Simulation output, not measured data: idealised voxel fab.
process module | voxel wiring stack
cross-section cut | 190 nm wide | cells 5 nm
A cross-section is a grid of square cells, given in bands from the top down. A band is one or more rows of cells.
Each band's line starts with the height of the band's top and of its bottom, in nm. Then come its materials from left to right, each with its width in nm. One material with "throughout" fills the band from edge to edge. "air" is empty space.
Height 0 is the level under which the wafer as received is all one material. The lowest band goes on downwards, as in "0 down".
A width such as "30 to 40" changes by the same amount from each row of cells to the next, from the band's top row to its bottom row.
"no change" after a step means that no cell of the cross-section changed.
closed voids: empty space of 8 cells or more with no open way to the top, each as width x height at its distance from the left edge, in nm
after a step's settings: what the simulator itself notes on the step
overlay nm, on a step with a mask: how far to the right of its planned place the mask lay; to the left if negative
plan
1 op RECEIVE | material Si
2 op CONFORMAL_DEP | material SiO2 | thk nm 10
3 op CONFORMAL_DEP | material SiCN | thk nm 5
4 op DIRECTIONAL_DEP | material SiO2 | thk nm 25
5 op MASKED_ETCH | tone open | mask id METAL_1 | width nm 30 | pitch nm 55 | etch materials SiO2 | depth nm 25 | overlay nm 0
6 op MASKED_ETCH | tone open | mask id METAL_1 | width nm 30 | pitch nm 55 | etch materials SiCN | depth nm 5 | overlay nm 0
7 op CONFORMAL_DEP | material TiN | thk nm 5
8 op FILL_DEP | material Cu | thk nm 10
9 op CMP | height nm 40
10 op EPI | material Ru | thk nm 5
11 op FILL_DEP | material SiCN | thk nm 5
12 op DIRECTIONAL_DEP | material lowk | thk nm 10
13 op MASKED_ETCH | tone open | mask id PLUG_1 | width nm 15 | pitch nm 55 | etch materials lowk | depth nm 10 | overlay nm 0
14 op MASKED_ETCH | tone open | mask id PLUG_1 | width nm 15 | pitch nm 55 | etch materials SiCN | depth nm 5 | overlay nm 0
15 op EPI | material Ru | thk nm 10
16 op EPI | material Ru | thk nm 5
17 op DIRECTIONAL_DEP | material TiN | thk nm 5
18 op DIRECTIONAL_DEP | material W | thk nm 25
19 op PATTERN | tone cover | mask id METAL_2 | material resist | width nm 30 | pitch nm 55 | thk nm 20 | overlay nm 0
20 op DIRECTIONAL_ETCH | etch materials W | depth nm 25
21 op DIRECTIONAL_ETCH | etch materials TiN | depth nm 5
22 op STRIP | etch materials resist
23 op CONFORMAL_DEP | material SiCN | thk nm 5
24 op FILL_DEP | material lowk | thk nm 5
25 op CMP | height nm 90
26 op CONFORMAL_DEP | material SiCN | thk nm 5
27 op DIRECTIONAL_DEP | material lowk | thk nm 15
28 op DIRECTIONAL_DEP | material aC | thk nm 15
29 op PATTERN | tone open | mask id PLUG_2 | material resist | width nm 15 | thk nm 30 | overlay nm 0
30 op DIRECTIONAL_ETCH | etch materials aC | depth nm 15
31 op STRIP | etch materials resist
32 op DIRECTIONAL_ETCH | etch materials lowk | depth nm 15
33 op DIRECTIONAL_ETCH | etch materials SiCN | depth nm 5
34 op STRIP | etch materials aC
35 op EPI | material Ru | thk nm 10
36 op EPI | material Ru | thk nm 10
37 op DIRECTIONAL_DEP | material TiN | thk nm 5
38 op DIRECTIONAL_DEP | material Ru | thk nm 15
39 op DIRECTIONAL_DEP | material aC | thk nm 15
40 op PATTERN | tone cover | mask id METAL_3 | material resist | width nm 30 | pitch nm 55 | thk nm 30 | overlay nm 0
41 op DIRECTIONAL_ETCH | etch materials aC | depth nm 15
42 op STRIP | etch materials resist
43 op DIRECTIONAL_ETCH | etch materials Ru | depth nm 15
44 op DIRECTIONAL_ETCH | etch materials TiN | depth nm 5
45 op STRIP | etch materials aC
46 op CONFORMAL_DEP | material SiN | thk nm 5
47 op FILL_DEP | material SiO2 | thk nm 10
48 op CMP | height nm 130
49 op CONFORMAL_DEP | material SiN | thk nm 5
as received, after step 1
  0 down: Si throughout
  closed voids: none
first wafer at the end, as planned
  135 to 130: SiN throughout
  130 to 115: SiO2 45 | SiN 5 | Ru 30 | SiN 5 | SiO2 15 | SiN 5 | Ru 30 | SiN 5 | SiO2 50
  115 to 110: SiN 50 | TiN 30 | SiN 25 | TiN 30 | SiN 55
  110 to 95: lowk 50 | Ru 15 | lowk 125
  95 to 90: SiCN 50 | Ru 15 | SiCN 125
  90 to 65: lowk 45 | SiCN 5 | W 30 | SiCN 5 | lowk 15 | SiCN 5 | W 30 | SiCN 5 | lowk 50
  65 to 60: SiCN 50 | TiN 30 | SiCN 25 | TiN 30 | SiCN 55
  60 to 50: lowk 50 | Ru 15 | lowk 40 | Ru 15 | lowk 70
  50 to 40: SiCN 50 to 45 | Ru 15 to 40 | SiCN 40 to 15 | Ru 15 to 40 | SiCN 70 to 50
  40 to 15: SiO2 50 | TiN 5 | Cu 20 | TiN 5 | SiO2 25 | TiN 5 | Cu 20 | TiN 5 | SiO2 55
  15 to 10: SiCN 50 | TiN 30 | SiCN 25 | TiN 30 | SiCN 55
  10 to 0: SiO2 throughout
  0 down: Si throughout
  closed voids: none
second wafer at the end: like start, like plan, one mistake
  135 to 130: SiN throughout
  130 to 115: SiO2 60 | SiN 5 | Ru 15 | SiN 5 | SiO2 15 | SiN 5 | Ru 30 | SiN 5 | SiO2 50
  115 to 110: SiN 65 | TiN 15 | SiN 25 | TiN 30 | SiN 55
  110 to 95: lowk 50 | Ru 15 | lowk 125
  95 to 90: SiCN 50 | TiN 15 | SiCN 125
  90 to 65: W 50 | SiCN 5 | lowk 20 | SiCN 5 | W 25 | SiCN 5 | lowk 20 | SiCN 5 | W 55
  65 to 60: TiN 50 | SiCN 30 | TiN 25 | SiCN 30 | TiN 55
  60 to 50: lowk 50 | Ru 15 | lowk 40 | Ru 15 | lowk 70
  50 to 40: SiCN 50 to 45 | Ru 15 to 40 | SiCN 40 to 15 | Ru 15 to 40 | SiCN 70 to 50
  40 to 15: SiO2 50 | TiN 5 | Cu 20 | TiN 5 | SiO2 25 | TiN 5 | Cu 20 | TiN 5 | SiO2 55
  15 to 10: SiCN 50 | TiN 30 | SiCN 25 | TiN 30 | SiCN 55
  10 to 0: SiO2 throughout
  0 down: Si throughout
  closed voids: none
what went wrong: step 19 ran as: op PATTERN | tone open | mask id METAL_2 | material resist | width nm 30 | pitch nm 55 | thk nm 20 | overlay nm 0
at the end the second wafer has, in cells: 12 fewer of Ru | 14 fewer of SiCN | 3 more of SiN | 9 more of SiO2 | 14 more of TiN | 70 more of W | 70 fewer of lowk
